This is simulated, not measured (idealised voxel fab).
process module | voxel released beams
cross-section cut | 180 nm wide | cells 5 nm
A cross-section is a grid of square cells, given in bands from the top down. A band is one or more rows of cells.
Each band's line starts with the height of the band's top and of its bottom, in nm. Then come its materials from left to right, each with its width in nm. One material with "throughout" fills the band from edge to edge. "air" is empty space.
Height 0 is the level under which the wafer as received is all one material. The lowest band goes on downwards, as in "0 down".
A width such as "30 to 40" changes by the same amount from each row of cells to the next, from the band's top row to its bottom row.
"no change" after a step means that no cell of the cross-section changed.
closed voids: empty space of 8 cells or more with no open way to the top, each as width x height at its distance from the left edge, in nm
after a step's settings: what the simulator itself notes on the step
overlay nm, on a step with a mask: how far to the right of its planned place the mask lay; to the left if negative
plan
1 op RECEIVE | material Si
2 op CONFORMAL_DEP | material Al2O3 | thk nm 10
3 op DIRECTIONAL_DEP | material SiO2 | thk nm 10
4 op PATTERN | tone open | mask id ANCHOR | material resist | width nm 30 | thk nm 15 | overlay nm 0
5 op DIRECTIONAL_ETCH | etch materials SiO2 | depth nm 10
6 op STRIP | etch materials resist
7 op CONFORMAL_DEP | material SiN | thk nm 10
8 op PATTERN | tone cover | mask id BEAM | material resist | width nm 100 | thk nm 20 | overlay nm 0
9 op DIRECTIONAL_ETCH | etch materials SiN | depth nm 10
10 op STRIP | etch materials resist
11 op STRIP | etch materials SiO2
as received, after step 1
  0 down: Si throughout
  closed voids: none
a wafer at the end: this start, this plan, one mistake
  10 to 0: air 35 | SiN 100 | air 45
  0 down: Si throughout
  closed voids: none
what went wrong: step 6 ran as: op STRIP | etch materials Al2O3
